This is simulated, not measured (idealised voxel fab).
Title: Process Module voxel gate over fins
Section shown: cut. Width: 290 nm. Cell size: 5 nm, square.
Each cross-section below is a grid of square cells, stated as bands in top-down order, with one or more rows of cells making up each band.
Look at the band entry: it leads with the top's height and the bottom's height in nm. Then it lists the materials left to right, with a width in nm for each. The word "everywhere" on a single material says that material fills the band edge to edge. The word "blank" is empty space.
Heights are measured from 0, the level below which the as-received wafer is all one material; the lowest band has no bottom and continues downward, written as in "0 -> down".
The width entry "30..40" should be interpreted row by row: the top row of cells in the band takes the first number, the bottom row takes the second number, and the change between adjacent rows is uniform throughout.
Step note "stayed the same" = no cross-section cell changed.
The entry "Closed void catalog" lists the empty spaces that cover at least 8 cells and have no open path to the top. Each is written as width x height at distance, where the distance is measured from the left edge and all three values are in nm.
Step line, after settings: the simulator's comment on this step.
Among the settings permitted on a step's line is "overlay nm"; applied to a step with a mask, it specifies the extent to which the mask lay to the right of its planned position, whereas a negative figure signifies a position to the left.

Planned process steps:
- 1: RECEIVE (material Si)
- 2: CONFORMAL_DEP (material SiN; thk nm 5)
- 3: DIRECTIONAL_DEP (material aC; thk nm 10)
- 4: PATTERN (tone cover; mask id FINS; material resist; width nm 15; pitch nm 55; thk nm 30; overlay nm 0)
- 5: DIRECTIONAL_ETCH (etch materials aC; depth nm 10)
- 6: STRIP (etch materials resist)
- 7: DIRECTIONAL_ETCH (etch materials SiN; depth nm 5)
- 8: DIRECTIONAL_ETCH (etch materials Si; depth nm 35)
- 9: STRIP (etch materials aC)
- 10: FILL_DEP (material SiO2; thk nm 15)
- 11: CMP (height nm 5)
- 12: DIRECTIONAL_DEP (material aC; thk nm 15)
- 13: PATTERN (tone open; mask id RAIL; material resist; width nm 15; thk nm 35; overlay nm 0)
- 14: DIRECTIONAL_ETCH (etch materials aC; depth nm 15)
- 15: STRIP (etch materials resist)
- 16: DIRECTIONAL_ETCH (etch materials SiO2; depth nm 35)
- 17: STRIP (etch materials aC)
- 18: CONFORMAL_DEP (material TiN; thk nm 5)
- 19: FILL_DEP (material Ru; thk nm 5)
- 20: CMP (height nm 5)
- 21: SELECTIVE_ETCH (etch materials W Ru TiN; depth nm 20)
- 22: FILL_DEP (material SiO2; thk nm 5)
- 23: CMP (height nm 5)
- 24: SELECTIVE_ETCH (etch materials SiO2; depth nm 15)
- 25: STRIP (etch materials SiN)
- 26: CONFORMAL_DEP (material HfO2; thk nm 5)
- 27: CONFORMAL_DEP (material TiN; thk nm 5)
- 28: CONFORMAL_DEP (material TiAl; thk nm 5)
- 29: CONFORMAL_DEP (material TiN; thk nm 5)
- 30: FILL_DEP (material W; thk nm 15)
- 31: CMP (height nm 30)
- 32: CONFORMAL_DEP (material SiCN; thk nm 10)

Cross-section, incoming material, after step 1:
	0 -> down: Si everywhere
	Closed void catalog: none

a wafer at the end: this start, this plan, one mistake:
	40 -> 30: SiCN everywhere
	30 -> 20: W everywhere
	20 -> 15: TiN everywhere
	15 -> 10: TiAl everywhere
	10 -> 5: TiN everywhere
	5 -> 0: HfO2 115 nm, then TiN 5 nm, then HfO2 50 nm, then TiN 5 nm, then HfO2 115 nm
	0 -> -5: Si 110 nm, then HfO2 5 nm, then TiN 5 nm, then HfO2 5 nm, then Si 40 nm, then HfO2 5 nm, then TiN 5 nm, then HfO2 5 nm, then Si 110 nm
	-5 -> -10: Si 110 nm, then HfO2 15 nm, then Si 40 nm, then HfO2 15 nm, then Si 110 nm
	-10 -> -35: Si 110 nm, then SiO2 15 nm, then Si 40 nm, then SiO2 15 nm, then Si 110 nm
	-35 -> down: Si everywhere
	Closed void catalog: none
What broke from the plan during processing? planned and actual differ for step 4; actual: PATTERN (tone open; mask id FINS; material resist; width nm 15; pitch nm 55; thk nm 30; overlay nm 0)
